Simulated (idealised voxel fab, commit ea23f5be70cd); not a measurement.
The process module presented herein is designated voxel transistor to metal.
Cross-sectional view cut (width: 175 nm; square cell size: 5 nm).
This document writes a cross-section as a grid whose cells are square, and gives it as bands, listed from the top down; one or more rows of cells form a band.
The band entry comprises the height of the band's top followed by the height of its bottom, expressed in nm, and subsequently the band's materials from left to right, each stated together with its width in nm. Where a single material is marked with the word "all across", that material fills the band from edge to edge. The word "air" represents empty space.
Height 0 is the level under which the wafer as received is all one material. The lowest band goes on downwards, as in "0 down".
A two-number width, for instance "30->40", indicates that the width is equal to the first number in the top row of the band and to the second number in the bottom row, and that it changes by a constant amount per row of cells.
"identical to before" -> step changed no cross-section cell.
Under "Enclosed void listing" you'll find the enclosed gaps, the ones with no way out to the top, that are 8 cells or bigger; each reads width x height at distance, with distance counted from the left edge, everything in nm.
Whatever follows a step's settings on its line is a remark the simulator itself makes about that step.
overlay nm: mask offset rightward from planned place, masked step; negative means leftward offset.
### The planned process steps are enumerated hereunder
1 RECEIVE, material Si
2 OXIDIZE, depth nm 5
3 CONFORMAL_DEP, material SiN, thk nm 15
4 MASKED_ETCH, tone cover, mask id ACTIVE, width nm 135, etch materials SiN, depth nm 15, overlay nm 0
5 MASKED_ETCH, tone cover, mask id ACTIVE, width nm 135, etch materials SiO2, depth nm 5, overlay nm 0
6 MASKED_ETCH, tone cover, mask id ACTIVE, width nm 135, etch materials Si, depth nm 30, overlay nm 0
7 FILL_DEP, material SiO2, thk nm 10
8 CMP, height nm 15
9 SELECTIVE_ETCH, etch materials SiO2, depth nm 5
10 STRIP, etch materials SiN
11 SELECTIVE_ETCH, etch materials SiO2, depth nm 5
12 OXIDIZE, depth nm 5
13 DIRECTIONAL_DEP, material polySi, thk nm 25
14 DIRECTIONAL_DEP, material SiCN, thk nm 15
15 PATTERN, tone cover, mask id GATE, material resist, width nm 35, thk nm 20, overlay nm 0
16 DIRECTIONAL_ETCH, etch materials SiCN, depth nm 25
17 DIRECTIONAL_ETCH, etch materials polySi, depth nm 35
18 STRIP, etch materials resist
19 CONFORMAL_DEP, material SiO2, thk nm 5
20 DIRECTIONAL_ETCH, etch materials SiO2, depth nm 5
21 CONFORMAL_DEP, material SiN, thk nm 5
22 DIRECTIONAL_ETCH, etch materials SiN, depth nm 5
23 DIRECTIONAL_ETCH, etch materials SiO2, depth nm 5
24 DIRECTIONAL_ETCH, etch materials Si, depth nm 5
25 EPI, material SiGe, thk nm 10
26 FILL_DEP, material SiO2, thk nm 10
27 CMP, height nm 20
28 STRIP, etch materials polySi
29 SELECTIVE_ETCH, etch materials SiO2, depth nm 5
30 CONFORMAL_DEP, material HfO2, thk nm 5
31 CONFORMAL_DEP, material TiN, thk nm 5
32 FILL_DEP, material W, thk nm 5
33 CMP, height nm 15
34 DIRECTIONAL_DEP, material SiO2, thk nm 10
35 MASKED_ETCH, tone open, mask id CONTACT, width nm 20, pitch nm 95, etch materials SiO2, depth nm 30, overlay nm 0
36 CONFORMAL_DEP, material TiN, thk nm 5
37 FILL_DEP, material Ru, thk nm 10
38 CMP, height nm 25
39 DIRECTIONAL_DEP, material TiN, thk nm 5
40 DIRECTIONAL_DEP, material Ru, thk nm 20
41 DIRECTIONAL_DEP, material aC, thk nm 10
42 PATTERN, tone cover, mask id METAL_1, material resist, width nm 20, pitch nm 95, thk nm 30, overlay nm 0
43 DIRECTIONAL_ETCH, etch materials aC, depth nm 10
44 STRIP, etch materials resist
45 DIRECTIONAL_ETCH, etch materials Ru, depth nm 20
46 DIRECTIONAL_ETCH, etch materials TiN, depth nm 5
47 STRIP, etch materials aC
48 FILL_DEP, material SiO2, thk nm 5
49 CMP, height nm 50
50 CONFORMAL_DEP, material SiCN, thk nm 5
51 DIRECTIONAL_DEP, material lowk, thk nm 30
52 MASKED_ETCH, tone open, mask id METAL_2, width nm 20, pitch nm 95, etch materials lowk, depth nm 20, overlay nm 0
53 PATTERN, tone open, mask id METAL_2_HOLES, material resist, width nm 15, pitch nm 95, thk nm 15, overlay nm 0
54 DIRECTIONAL_ETCH, etch materials lowk, depth nm 10
55 DIRECTIONAL_ETCH, etch materials SiCN, depth nm 5
56 STRIP, etch materials resist
57 CONFORMAL_DEP, material TiN, thk nm 5
58 FILL_DEP, material Cu, thk nm 5
59 CMP, height nm 85
60 CONFORMAL_DEP, material SiN, thk nm 5
### Wafer as received: cross-section following step 1
    0 down | Si all across
    Enclosed void listing: none
### Result of the module, cross-sectioned: start per above, plan per above, one error in how it was run
    90 to 85 | SiN all across
    85 to 70 | lowk 30 nm, then TiN 5 nm, then Cu 10 nm, then TiN 5 nm, then lowk 75 nm, then TiN 5 nm, then Cu 10 nm, then TiN 5 nm, then lowk 30 nm
    70 to 65 | lowk 30 nm, then TiN 5 nm, then Cu 5 nm, then TiN 10 nm, then lowk 75 nm, then TiN 5 nm, then Cu 5 nm, then TiN 10 nm, then lowk 30 nm
    65 to 55 | lowk 30 nm, then TiN 5 nm, then Cu 5 nm, then TiN 5 nm, then lowk 80 nm, then TiN 5 nm, then Cu 5 nm, then TiN 5 nm, then lowk 35 nm
    55 to 50 | SiCN 30 nm, then TiN 15 nm, then SiCN 80 nm, then TiN 15 nm, then SiCN 35 nm
    50 to 30 | SiO2 30 nm, then Ru 20 nm, then SiO2 75 nm, then Ru 20 nm, then SiO2 30 nm
    30 to 25 | SiO2 30 nm, then TiN 20 nm, then SiO2 75 nm, then TiN 20 nm, then SiO2 30 nm
    25 to 15 | SiO2 30 nm, then TiN 5 nm, then Ru 10 nm, then TiN 5 nm, then SiO2 75 nm, then TiN 5 nm, then Ru 10 nm, then TiN 5 nm, then SiO2 30 nm
    15 to 5 | SiO2 30 nm, then TiN 5 nm, then Ru 10 nm, then TiN 5 nm, then SiO2 10 nm, then SiN 5 nm, then HfO2 5 nm, then TiN 5 nm, then W 25 nm, then TiN 5 nm, then HfO2 5 nm, then SiN 5 nm, then SiO2 10 nm, then TiN 5 nm, then Ru 10 nm, then TiN 5 nm, then SiO2 30 nm
    5 to 0 | SiO2 20 nm, then SiN 5 nm, then SiO2 5 nm, then TiN 10 nm, then Ru 5 nm, then TiN 5 nm, then SiO2 10 nm, then SiN 5 nm, then HfO2 5 nm, then TiN 5 nm, then W 25 nm, then TiN 5 nm, then HfO2 5 nm, then SiN 5 nm, then SiO2 10 nm, then TiN 5 nm, then Ru 5 nm, then TiN 10 nm, then SiO2 5 nm, then SiN 5 nm, then SiO2 20 nm
    0 to -5 | SiO2 20 nm, then SiN 5 nm, then SiGe 10 nm, then TiN 15 nm, then SiGe 10 nm, then SiN 5 nm, then HfO2 5 nm, then TiN 35 nm, then HfO2 5 nm, then SiN 5 nm, then SiGe 10 nm, then TiN 15 nm, then SiGe 10 nm, then SiN 5 nm, then SiO2 20 nm
    -5 to -10 | SiO2 25 nm, then SiGe 35 nm, then SiO2 5 nm, then HfO2 45 nm, then SiO2 5 nm, then SiGe 35 nm, then SiO2 25 nm
    -10 to -15 | SiO2 20 nm, then Si 5 nm, then SiGe 35 nm, then Si 55 nm, then SiGe 35 nm, then Si 5 nm, then SiO2 20 nm
    -15 to -65 | SiO2 20 nm, then Si 135 nm, then SiO2 20 nm
    -65 down | Si all across
    Enclosed void listing: none
What was the processing mistake? execution of plan step 6 occurred twice
